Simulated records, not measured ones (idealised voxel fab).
Documented hereafter: the process module known as voxel transistor to metal.
The cross-section shown here is cut; it is 180 nm wide and divided into square cells measuring 5 nm on a side.
A cross-section is written here as square cells arranged in a grid, and it is given in bands from the top down, each band taking up one or more rows of cells.
Band entry format. Leading values: height of top, height of bottom, nm. Remainder: materials in left-to-right order, each with its width in nm. Special words: "all across" on a single material, which then fills the band edge to edge; "blank", empty space.
Where do heights start? At 0: under that level the wafer as delivered is made of one material only. And the lowest band has no floor; it just carries on downward, as in "0 down".
The notation "30 to 40" denotes a width that varies across the rows of cells in the band, beginning at the first number in the top row, finishing at the second number in the bottom row, and changing by an identical amount from each row to the next.
The designation "no alteration", where it is given for a processing step, indicates that no cell of the cross-section was altered in the course of that step.
"Enclosed cavities" means: voids of 8 cells or more that are shut off from the top with no open way through. Written width x height at distance, distance from the left edge, in nm.
Note: text after step settings on the step line = simulator remark on that step.
overlay nm: mask right of planned place by this much (step with mask). Neg. = left.

THE FOLLOWING LIST GIVES THE PLANNED PROCESS STEPS
| 1 | RECEIVE | material Si |
| 2 | CONFORMAL_DEP | material SiO2 | thk nm 5 |
| 3 | CONFORMAL_DEP | material SiN | thk nm 10 |
| 4 | DIRECTIONAL_DEP | material aC | thk nm 15 |
| 5 | PATTERN | tone cover | mask id ACTIVE | material resist | width nm 115 | thk nm 35 | overlay nm 0 |
| 6 | DIRECTIONAL_ETCH | etch materials aC | depth nm 15 |
| 7 | STRIP | etch materials resist |
| 8 | DIRECTIONAL_ETCH | etch materials SiN | depth nm 10 |
| 9 | DIRECTIONAL_ETCH | etch materials SiO2 | depth nm 5 |
| 10 | DIRECTIONAL_ETCH | etch materials Si | depth nm 20 |
| 11 | STRIP | etch materials aC |
| 12 | OXIDIZE | depth nm 5 |
| 13 | FILL_DEP | material SiO2 | thk nm 15 |
| 14 | CMP | height nm 15 |
| 15 | SELECTIVE_ETCH | etch materials SiO2 | depth nm 5 |
| 16 | STRIP | etch materials SiN |
| 17 | SELECTIVE_ETCH | etch materials SiO2 | depth nm 5 |
| 18 | OXIDIZE | depth nm 5 |
| 19 | DIRECTIONAL_DEP | material polySi | thk nm 30 |
| 20 | DIRECTIONAL_DEP | material SiCN | thk nm 10 |
| 21 | MASKED_ETCH | tone cover | mask id GATE | width nm 25 | etch materials SiCN | depth nm 20 | overlay nm 0 |
| 22 | MASKED_ETCH | tone cover | mask id GATE | width nm 25 | etch materials polySi | depth nm 40 | overlay nm 0 |
| 23 | CONFORMAL_DEP | material SiN | thk nm 5 |
| 24 | DIRECTIONAL_ETCH | etch materials SiN | depth nm 5 |
| 25 | DIRECTIONAL_ETCH | etch materials SiO2 | depth nm 5 |
| 26 | DIRECTIONAL_ETCH | etch materials Si | depth nm 15 |
| 27 | EPI | material nSi | thk nm 15 |
| 28 | FILL_DEP | material SiO2 | thk nm 5 |
| 29 | CMP | height nm 30 |
| 30 | STRIP | etch materials polySi |
| 31 | SELECTIVE_ETCH | etch materials SiO2 | depth nm 5 |
| 32 | CONFORMAL_DEP | material HfO2 | thk nm 5 |
| 33 | CONFORMAL_DEP | material TiN | thk nm 5 |
| 34 | FILL_DEP | material W | thk nm 10 |
| 35 | CMP | height nm 25 |
| 36 | DIRECTIONAL_DEP | material SiO2 | thk nm 10 |
| 37 | MASKED_ETCH | tone open | mask id CONTACT | width nm 15 | pitch nm 80 | etch materials SiO2 | depth nm 40 | overlay nm 0 |
| 38 | CONFORMAL_DEP | material TiN | thk nm 5 |
| 39 | FILL_DEP | material W | thk nm 5 |
| 40 | CMP | height nm 35 |
| 41 | DIRECTIONAL_DEP | material TiN | thk nm 5 |
| 42 | DIRECTIONAL_DEP | material Ru | thk nm 20 |
| 43 | MASKED_ETCH | tone cover | mask id METAL_1 | width nm 15 | pitch nm 80 | etch materials Ru | depth nm 20 | overlay nm 0 |
| 44 | MASKED_ETCH | tone cover | mask id METAL_1 | width nm 15 | pitch nm 80 | etch materials TiN | depth nm 5 | overlay nm 0 |
| 45 | CONFORMAL_DEP | material SiN | thk nm 5 |
| 46 | FILL_DEP | material SiO2 | thk nm 10 |
| 47 | CMP | height nm 60 |
| 48 | CONFORMAL_DEP | material SiCN | thk nm 5 |

SO THIS IS THE INCOMING WAFER IN CROSS-SECTION - IT'S ALREADY BEEN THROUGH STEP 1
* 0 down = Si all across
* Enclosed cavities: none

THE FIRST OF THE TWO WAFERS AS SEEN IN CROSS-SECTION ONCE THE MODULE WAS FINISHED; PROCESSING FOLLOWED THE PLAN
* 65 to 60 = SiCN all across
* 60 to 40 = SiO2 (35) / SiN (5) / Ru (15) / SiN (5) / SiO2 (55) / SiN (5) / Ru (15) / SiN (5) / SiO2 (40)
* 40 to 35 = SiN (40) / TiN (15) / SiN (65) / TiN (15) / SiN (45)
* 35 to 25 = SiO2 (40) / TiN (5) / W (5) / TiN (5) / SiO2 (65) / TiN (5) / W (5) / TiN (5) / SiO2 (45)
* 25 to 10 = SiO2 (40) / TiN (5) / W (5) / TiN (5) / SiO2 (15) / SiN (5) / HfO2 (5) / TiN (5) / W (5) / TiN (5) / HfO2 (5) / SiN (5) / SiO2 (15) / TiN (5) / W (5) / TiN (5) / SiO2 (45)
* 10 to 5 = SiO2 (40) / TiN (5) / W (5) / TiN (5) / nSi (15) / SiN (5) / HfO2 (5) / TiN (5) / W (5) / TiN (5) / HfO2 (5) / SiN (5) / nSi (15) / TiN (5) / W (5) / TiN (5) / SiO2 (45)
* 5 to 0 = SiO2 (25) / SiN (5) / SiO2 (10) / TiN (5) / W (5) / TiN (5) / nSi (15) / SiN (5) / HfO2 (5) / TiN (15) / HfO2 (5) / SiN (5) / nSi (15) / TiN (5) / W (5) / TiN (5) / SiO2 (10) / SiN (5) / SiO2 (30)
* 0 to -5 = SiO2 (40) / TiN (15) / nSi (15) / HfO2 (35) / nSi (15) / TiN (15) / SiO2 (45)
* -5 to -20 = SiO2 (35) / nSi (35) / Si (35) / nSi (35) / SiO2 (40)
* -20 to -25 = SiO2 (35) / Si (105) / SiO2 (40)
* -25 down = Si all across
* Enclosed cavities: none

THIS CROSS-SECTION BELONGS TO THE SECOND WAFER OF TWO AT THE END OF THE MODULE; THE START AND THE PLAN WERE SHARED WITH THE FIRST, AND THE RUN INCLUDED ONE MISTAKE
* 65 to 60 = SiCN all across
* 60 to 40 = SiO2 (35) / SiN (5) / Ru (15) / SiN (5) / SiO2 (55) / SiN (5) / Ru (15) / SiN (5) / SiO2 (40)
* 40 to 35 = SiN (40) / TiN (15) / SiN (65) / TiN (15) / SiN (45)
* 35 to 25 = SiO2 (40) / TiN (5) / W (5) / TiN (5) / SiO2 (65) / TiN (5) / W (5) / TiN (5) / SiO2 (45)
* 25 to 10 = SiO2 (40) / TiN (5) / W (5) / TiN (5) / SiO2 (15) / SiN (5) / HfO2 (5) / TiN (5) / W (5) / TiN (5) / HfO2 (5) / SiN (5) / SiO2 (15) / TiN (5) / W (5) / TiN (5) / SiO2 (45)
* 10 to 5 = SiO2 (40) / TiN (5) / W (5) / TiN (5) / nSi (15) / SiN (5) / HfO2 (5) / TiN (5) / W (5) / TiN (5) / HfO2 (5) / SiN (5) / nSi (15) / TiN (5) / W (5) / TiN (5) / SiO2 (45)
* 5 to 0 = SiO2 (15) / SiN (5) / SiO2 (20) / TiN (5) / W (5) / TiN (5) / nSi (15) / SiN (5) / HfO2 (5) / TiN (15) / HfO2 (5) / SiN (5) / nSi (15) / TiN (5) / W (5) / TiN (5) / SiN (5) / SiO2 (40)
* 0 to -5 = SiO2 (40) / TiN (15) / nSi (15) / HfO2 (35) / nSi (15) / TiN (15) / SiO2 (45)
* -5 to -20 = SiO2 (25) / nSi (45) / Si (35) / nSi (25) / SiO2 (50)
* -20 to -25 = SiO2 (25) / Si (105) / SiO2 (50)
* -25 down = Si all across
* Enclosed cavities: none
Processing error: rather than as planned, step 5 actually ran as PATTERN | tone cover | mask id ACTIVE | material resist | width nm 115 | thk nm 35 | overlay nm -10
Cell counts per material: same on both final wafers. Positions: different.
